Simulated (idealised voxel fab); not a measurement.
The process module that follows is named voxel released beams.
Each square cell in cross-section cut measures 5 nm, and the section as a whole is 220 nm wide.
A cross-section is written here as square cells arranged in a grid, and it is given in bands from the top down, each band taking up one or more rows of cells. This entry defines a band. It first specifies the height of the band's top and the height of its bottom in nm, and then specifies the band's materials from left to right, stating each material with its width in nm. The word "throughout" identifies a single material that fills the band from edge to edge, while the word "empty" identifies empty space. We count height from 0. Below that, the starting wafer is all one material. The lowest band never ends at the bottom but goes on down; see "0 nm and below" for how that is written. Quick explanation for "30->40": the width changes in equal steps down the rows of cells, from the first number in the band's top row to the second number in its bottom row. Reading "nothing got changed" for a step: not a cell of the cross-section changed in it. In "Closed cavity list" the enclosed voids are listed, meaning empty spaces of 8 cells or larger without any opening to the top. The form is width x height at distance, distance from the left edge, units nm. Where a step's line continues beyond its settings, the continuation is a remark by the simulator itself on that step. On any step carrying a mask, the "overlay nm" setting, if present on the step's line, tells how far right of its planned place the mask lay; negative values point to the left.

[Intended process steps]
step 1: RECEIVE | material Si
step 2: CONFORMAL_DEP | material SiN | thk nm 5
step 3: DIRECTIONAL_DEP | material SiO2 | thk nm 20
step 4: PATTERN | tone open | mask id ANCHOR | material resist | width nm 30 | thk nm 15 | overlay nm 0
step 5: DIRECTIONAL_ETCH | etch materials SiO2 | depth nm 20
step 6: STRIP | etch materials resist
step 7: CONFORMAL_DEP | material polySi | thk nm 10
step 8: PATTERN | tone cover | mask id BEAM | material resist | width nm 95 | thk nm 15 | overlay nm 0
step 9: DIRECTIONAL_ETCH | etch materials polySi | depth nm 10
step 10: STRIP | etch materials resist
step 11: STRIP | etch materials SiO2

[Cross-section of the wafer upon arrival, representing the state reached after step 1]
    0 nm and below  Si throughout
    Closed cavity list: none

[Here's the cross-section of the first of our two wafers at the end of the module - it ran as planned]
    35 nm to 25 nm  60 nm empty | 15 nm polySi | 10 nm empty | 70 nm polySi | 65 nm empty
    25 nm to 15 nm  65 nm empty | 10 nm polySi | 10 nm empty | 10 nm polySi | 125 nm empty
    15 nm to 5 nm  65 nm empty | 30 nm polySi | 125 nm empty
    5 nm to 0 nm  SiN throughout
    0 nm and below  Si throughout
    Closed cavity list: none

[Wafer two, end of module, cross-section. Same start, same plan as wafer one. One mistake in the run]
    35 nm to 25 nm  60 nm empty | 25 nm polySi | 10 nm empty | 60 nm polySi | 65 nm empty
    25 nm to 15 nm  75 nm empty | 10 nm polySi | 10 nm empty | 10 nm polySi | 115 nm empty
    15 nm to 5 nm  75 nm empty | 30 nm polySi | 115 nm empty
    5 nm to 0 nm  SiN throughout
    0 nm and below  Si throughout
    Closed cavity list: none
The mistake made against the process plan was this: step 4 did not happen as planned, as run it was PATTERN | tone open | mask id ANCHOR | material resist | width nm 30 | thk nm 15 | overlay nm 10
Heads up: at the end the two wafers have identical cell counts per material, they're just laid out differently.
